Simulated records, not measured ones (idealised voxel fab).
Process module, titled voxel capacitor over wiring
For reference, the cross-section in this document is cut, with width 205 nm and square cells of 5 nm.
Bands, listed from the top down, are how a cross-section gets written in this document; the cross-section itself is a grid of square cells, and a band is one or more rows of them. Top, bottom (nm), then materials left to right with widths (nm); lone material tagged "full width" fills the whole band edge to edge; "blank" = empty space. Beneath 0, the wafer as received is one material, and that level is where height counting begins. The lowest band goes on downward without a bottom; it is written like "0 and below". Per-row width for "30..40": begins at first number (top row of band), ends at second number (bottom row), increment between rows held constant. The cross-section has no changed cell in any step marked "changes: none". Reported under the label "Trapped cavities" are the empty spaces having no open way to the top and comprising 8 cells or more; the notation for each is width x height at distance, in which the distance is measured from the left edge and all three values are in nm. Text after the settings on a step's line: the simulator's own remark on that step. Regarding "overlay nm": on a step with a mask, it is the distance the mask lay to the right of its planned place; a negative value places it to the left.
Listed below are the process steps as planned
step 1: RECEIVE,material Si
step 2: CONFORMAL_DEP,material SiO2,thk nm 10
step 3: CONFORMAL_DEP,material SiN,thk nm 5
step 4: DIRECTIONAL_DEP,material lowk,thk nm 20
step 5: DIRECTIONAL_DEP,material aC,thk nm 10
step 6: PATTERN,tone open,mask id METAL_1,material resist,width nm 20,pitch nm 70,thk nm 25,overlay nm 0
step 7: DIRECTIONAL_ETCH,etch materials aC,depth nm 10
step 8: STRIP,etch materials resist
step 9: DIRECTIONAL_ETCH,etch materials lowk,depth nm 20
step 10: DIRECTIONAL_ETCH,etch materials SiN,depth nm 5
step 11: STRIP,etch materials aC
step 12: CONFORMAL_DEP,material TiN,thk nm 5
step 13: FILL_DEP,material Cu,thk nm 10
step 14: CMP,height nm 35
step 15: CONFORMAL_DEP,material SiCN,thk nm 5
step 16: DIRECTIONAL_DEP,material SiO2,thk nm 15
step 17: DIRECTIONAL_DEP,material aC,thk nm 15
step 18: PATTERN,tone open,mask id PLUG_1,material resist,width nm 15,thk nm 30,overlay nm 0
step 19: DIRECTIONAL_ETCH,etch materials aC,depth nm 15
step 20: STRIP,etch materials resist
step 21: DIRECTIONAL_ETCH,etch materials SiO2,depth nm 15
step 22: DIRECTIONAL_ETCH,etch materials SiCN,depth nm 5
step 23: STRIP,etch materials aC
step 24: EPI,material Ru,thk nm 10
step 25: EPI,material Ru,thk nm 10
step 26: DIRECTIONAL_DEP,material TiN,thk nm 10
step 27: DIRECTIONAL_DEP,material SiN,thk nm 5
step 28: DIRECTIONAL_DEP,material TiN,thk nm 10
step 29: DIRECTIONAL_DEP,material aC,thk nm 15
step 30: PATTERN,tone cover,mask id UPPER_PLATE,material resist,width nm 55,thk nm 35,overlay nm 0
step 31: DIRECTIONAL_ETCH,etch materials aC,depth nm 15
step 32: STRIP,etch materials resist
step 33: DIRECTIONAL_ETCH,etch materials TiN,depth nm 10
step 34: DIRECTIONAL_ETCH,etch materials SiN,depth nm 5
step 35: STRIP,etch materials aC
step 36: MASKED_ETCH,tone cover,mask id LOWER_PLATE,width nm 65,etch materials TiN,depth nm 10,overlay nm 0
step 37: FILL_DEP,material SiO2,thk nm 20
step 38: CMP,height nm 95
step 39: MASKED_ETCH,tone open,mask id PLUG_2,width nm 15,etch materials SiO2,depth nm 15,overlay nm 0
step 40: CONFORMAL_DEP,material TiN,thk nm 5
step 41: FILL_DEP,material Cu,thk nm 5
step 42: CMP,height nm 95
step 43: CONFORMAL_DEP,material SiCN,thk nm 5
Concerning the first of two wafers, which was run in accordance with the plan
Cross-section of the incoming wafer, state after step 1
- 0 and below | Si full width
- Trapped cavities: none
Cross-section of the wafer subsequent to step 2
- 10 down to 0 | SiO2 full width
- Nothing below the height 0 has changed.
Cross-section of the wafer subsequent to step 3
- 15 down to 10 | SiN full width
- Nothing below the height 10 has changed.
Cross-section of the wafer subsequent to step 4
- 35 down to 15 | lowk full width
- Nothing below the height 15 has changed.
Cross-section of the wafer subsequent to step 5
- 45 down to 35 | aC full width
- Nothing below the height 35 has changed.
Cross-section of the wafer subsequent to step 6
- 70 down to 45 | resist 55, blank 20, resist 50, blank 20, resist 60
- Nothing below the height 45 has changed.
Cross-section of the wafer subsequent to step 7
- 60 down to 45 | resist 55, blank 20, resist 50, blank 20, resist 60
- 45 down to 35 | aC 55, blank 20, aC 50, blank 20, aC 60
- Nothing below the height 35 has changed.
Cross-section of the wafer subsequent to step 8
- 45 down to 35 | aC 55, blank 20, aC 50, blank 20, aC 60
- Nothing below the height 35 has changed.
Cross-section of the wafer subsequent to step 9
- 45 down to 35 | aC 55, blank 20, aC 50, blank 20, aC 60
- 35 down to 15 | lowk 55, blank 20, lowk 50, blank 20, lowk 60
- Nothing below the height 15 has changed.
Cross-section of the wafer subsequent to step 10
- 45 down to 35 | aC 55, blank 20, aC 50, blank 20, aC 60
- 35 down to 15 | lowk 55, blank 20, lowk 50, blank 20, lowk 60
- 15 down to 10 | SiN 55, blank 20, SiN 50, blank 20, SiN 60
- Nothing below the height 10 has changed.
Cross-section of the wafer subsequent to step 11
- 35 down to 15 | lowk 55, blank 20, lowk 50, blank 20, lowk 60
- Nothing below the height 15 has changed.
Cross-section of the wafer subsequent to step 12
- 40 down to 35 | TiN 60, blank 10, TiN 60, blank 10, TiN 65
- 35 down to 15 | lowk 55, TiN 5, blank 10, TiN 5, lowk 50, TiN 5, blank 10, TiN 5, lowk 60
- 15 down to 10 | SiN 55, TiN 20, SiN 50, TiN 20, SiN 60
- Nothing below the height 10 has changed.
Cross-section of the wafer subsequent to step 13
- 50 down to 40 | Cu full width
- 40 down to 35 | TiN 60, Cu 10, TiN 60, Cu 10, TiN 65
- 35 down to 15 | lowk 55, TiN 5, Cu 10, TiN 5, lowk 50, TiN 5, Cu 10, TiN 5, lowk 60
- Nothing below the height 15 has changed.
Cross-section of the wafer subsequent to step 14
- 35 down to 15 | lowk 55, TiN 5, Cu 10, TiN 5, lowk 50, TiN 5, Cu 10, TiN 5, lowk 60
- Nothing below the height 15 has changed.
Cross-section of the wafer subsequent to step 15
- 40 down to 35 | SiCN full width
- Nothing below the height 35 has changed.
Cross-section of the wafer subsequent to step 16
- 55 down to 40 | SiO2 full width
- Nothing below the height 40 has changed.
Cross-section of the wafer subsequent to step 17
- 70 down to 55 | aC full width
- Nothing below the height 55 has changed.
Cross-section of the wafer subsequent to step 18
- 100 down to 70 | resist 60, blank 15, resist 130
- Nothing below the height 70 has changed.
Cross-section of the wafer subsequent to step 19
- 85 down to 70 | resist 60, blank 15, resist 130
- 70 down to 55 | aC 60, blank 15, aC 130
- Nothing below the height 55 has changed.
Cross-section of the wafer subsequent to step 20
- 70 down to 55 | aC 60, blank 15, aC 130
- Nothing below the height 55 has changed.
Cross-section of the wafer subsequent to step 21
- 70 down to 55 | aC 60, blank 15, aC 130
- 55 down to 40 | SiO2 60, blank 15, SiO2 130
- Nothing below the height 40 has changed.
Cross-section of the wafer subsequent to step 22
- 70 down to 55 | aC 60, blank 15, aC 130
- 55 down to 40 | SiO2 60, blank 15, SiO2 130
- 40 down to 35 | SiCN 60, blank 15, SiCN 130
- Nothing below the height 35 has changed.
Cross-section of the wafer subsequent to step 23
- 55 down to 40 | SiO2 60, blank 15, SiO2 130
- Nothing below the height 40 has changed.
Cross-section of the wafer subsequent to step 24
- 55 down to 45 | SiO2 60, blank 15, SiO2 130
- 45 down to 40 | SiO2 60, Ru 15, SiO2 130
- 40 down to 35 | SiCN 60, Ru 15, SiCN 130
- Nothing below the height 35 has changed.
Cross-section of the wafer subsequent to step 25
- 55 down to 40 | SiO2 60, Ru 15, SiO2 130
- Nothing below the height 40 has changed.
Cross-section of the wafer subsequent to step 26
- 65 down to 55 | TiN full width
- Nothing below the height 55 has changed.
Cross-section of the wafer subsequent to step 27
- 70 down to 65 | SiN full width
- Nothing below the height 65 has changed.
Cross-section of the wafer subsequent to step 28
- 80 down to 70 | TiN full width
- Nothing below the height 70 has changed.
Cross-section of the wafer subsequent to step 29
- 95 down to 80 | aC full width
- Nothing below the height 80 has changed.
Cross-section of the wafer subsequent to step 30
- 130 down to 95 | blank 60, resist 55, blank 90
- Nothing below the height 95 has changed.
Cross-section of the wafer subsequent to step 31
- 115 down to 95 | blank 60, resist 55, blank 90
- 95 down to 80 | blank 60, aC 55, blank 90
- Nothing below the height 80 has changed.
Cross-section of the wafer subsequent to step 32
- 95 down to 80 | blank 60, aC 55, blank 90
- Nothing below the height 80 has changed.
Cross-section of the wafer subsequent to step 33
- 95 down to 80 | blank 60, aC 55, blank 90
- 80 down to 70 | blank 60, TiN 55, blank 90
- Nothing below the height 70 has changed.
Cross-section of the wafer subsequent to step 34
- 95 down to 80 | blank 60, aC 55, blank 90
- 80 down to 70 | blank 60, TiN 55, blank 90
- 70 down to 65 | blank 60, SiN 55, blank 90
- Nothing below the height 65 has changed.
Cross-section of the wafer subsequent to step 35
- 80 down to 70 | blank 60, TiN 55, blank 90
- Nothing below the height 70 has changed.
Cross-section of the wafer subsequent to step 36
- 80 down to 70 | blank 60, TiN 55, blank 90
- 70 down to 65 | blank 60, SiN 55, blank 90
- 65 down to 55 | blank 55, TiN 65, blank 85
- Nothing below the height 55 has changed.
Cross-section of the wafer subsequent to step 37
- 100 down to 80 | SiO2 full width
- 80 down to 70 | SiO2 60, TiN 55, SiO2 90
- 70 down to 65 | SiO2 60, SiN 55, SiO2 90
- 65 down to 55 | SiO2 55, TiN 65, SiO2 85
- Nothing below the height 55 has changed.
Cross-section of the wafer subsequent to step 38
- 95 down to 80 | SiO2 full width
- Nothing below the height 80 has changed.
Cross-section of the wafer subsequent to step 39
- 95 down to 80 | SiO2 70, blank 15, SiO2 120
- Nothing below the height 80 has changed.
Cross-section of the wafer subsequent to step 40
- 100 down to 95 | TiN 75, blank 5, TiN 125
- 95 down to 85 | SiO2 70, TiN 5, blank 5, TiN 5, SiO2 120
- 85 down to 80 | SiO2 70, TiN 15, SiO2 120
- Nothing below the height 80 has changed.
Cross-section of the wafer subsequent to step 41
- 105 down to 100 | Cu full width
- 100 down to 95 | TiN 75, Cu 5, TiN 125
- 95 down to 85 | SiO2 70, TiN 5, Cu 5, TiN 5, SiO2 120
- Nothing below the height 85 has changed.
Cross-section of the wafer subsequent to step 42
- 95 down to 85 | SiO2 70, TiN 5, Cu 5, TiN 5, SiO2 120
- Nothing below the height 85 has changed.
Cross-section of the wafer subsequent to step 43
- 100 down to 95 | SiCN full width
- Nothing below the height 95 has changed.
The second wafer was prepared from the same starting point and under the same plan as the first; its processing contained one mistake, and it remains indistinguishable from the first wafer up to and including step 25
Second wafer shown in cross-section at the time step 26 was slated to end
- 65 down to 55 | lowk full width
- Nothing below the height 55 has changed.
Second wafer shown in cross-section at the time step 27 was slated to end
- 70 down to 65 | SiN full width
- Nothing below the height 65 has changed.
Second wafer shown in cross-section at the time step 28 was slated to end
- 80 down to 70 | TiN full width
- Nothing below the height 70 has changed.
Second wafer shown in cross-section at the time step 29 was slated to end
- 95 down to 80 | aC full width
- Nothing below the height 80 has changed.
Second wafer shown in cross-section at the time step 30 was slated to end
- 130 down to 95 | blank 60, resist 55, blank 90
- Nothing below the height 95 has changed.
Second wafer shown in cross-section at the time step 31 was slated to end
- 115 down to 95 | blank 60, resist 55, blank 90
- 95 down to 80 | blank 60, aC 55, blank 90
- Nothing below the height 80 has changed.
Second wafer shown in cross-section at the time step 32 was slated to end
- 95 down to 80 | blank 60, aC 55, blank 90
- Nothing below the height 80 has changed.
Second wafer shown in cross-section at the time step 33 was slated to end
- 95 down to 80 | blank 60, aC 55, blank 90
- 80 down to 70 | blank 60, TiN 55, blank 90
- Nothing below the height 70 has changed.
Second wafer shown in cross-section at the time step 34 was slated to end
- 95 down to 80 | blank 60, aC 55, blank 90
- 80 down to 70 | blank 60, TiN 55, blank 90
- 70 down to 65 | blank 60, SiN 55, blank 90
- Nothing below the height 65 has changed.
Second wafer shown in cross-section at the time step 35 was slated to end
- 80 down to 70 | blank 60, TiN 55, blank 90
- Nothing below the height 70 has changed.
Second wafer shown in cross-section at the time step 36 was slated to end: changes: none
Second wafer shown in cross-section at the time step 37 was slated to end
- 100 down to 80 | SiO2 full width
- 80 down to 70 | SiO2 60, TiN 55, SiO2 90
- 70 down to 65 | SiO2 60, SiN 55, SiO2 90
- Nothing below the height 65 has changed.
Second wafer shown in cross-section at the time step 38 was slated to end
- 95 down to 80 | SiO2 full width
- Nothing below the height 80 has changed.
Second wafer shown in cross-section at the time step 39 was slated to end
- 95 down to 80 | SiO2 70, blank 15, SiO2 120
- Nothing below the height 80 has changed.
Second wafer shown in cross-section at the time step 40 was slated to end
- 100 down to 95 | TiN 75, blank 5, TiN 125
- 95 down to 85 | SiO2 70, TiN 5, blank 5, TiN 5, SiO2 120
- 85 down to 80 | SiO2 70, TiN 15, SiO2 120
- Nothing below the height 80 has changed.
Second wafer shown in cross-section at the time step 41 was slated to end
- 105 down to 100 | Cu full width
- 100 down to 95 | TiN 75, Cu 5, TiN 125
- 95 down to 85 | SiO2 70, TiN 5, Cu 5, TiN 5, SiO2 120
- Nothing below the height 85 has changed.
Second wafer shown in cross-section at the time step 42 was slated to end
- 95 down to 85 | SiO2 70, TiN 5, Cu 5, TiN 5, SiO2 120
- Nothing below the height 85 has changed.
Second wafer shown in cross-section at the time step 43 was slated to end
- 100 down to 95 | SiCN full width
- Nothing below the height 95 has changed.
Processing error: step 26 ran as: DIRECTIONAL_DEP,material lowk,thk nm 10
The closing comparison, in cells, has the second wafer with more or fewer of some materials than the first: SiO2 -56 | TiN -26 | lowk +82
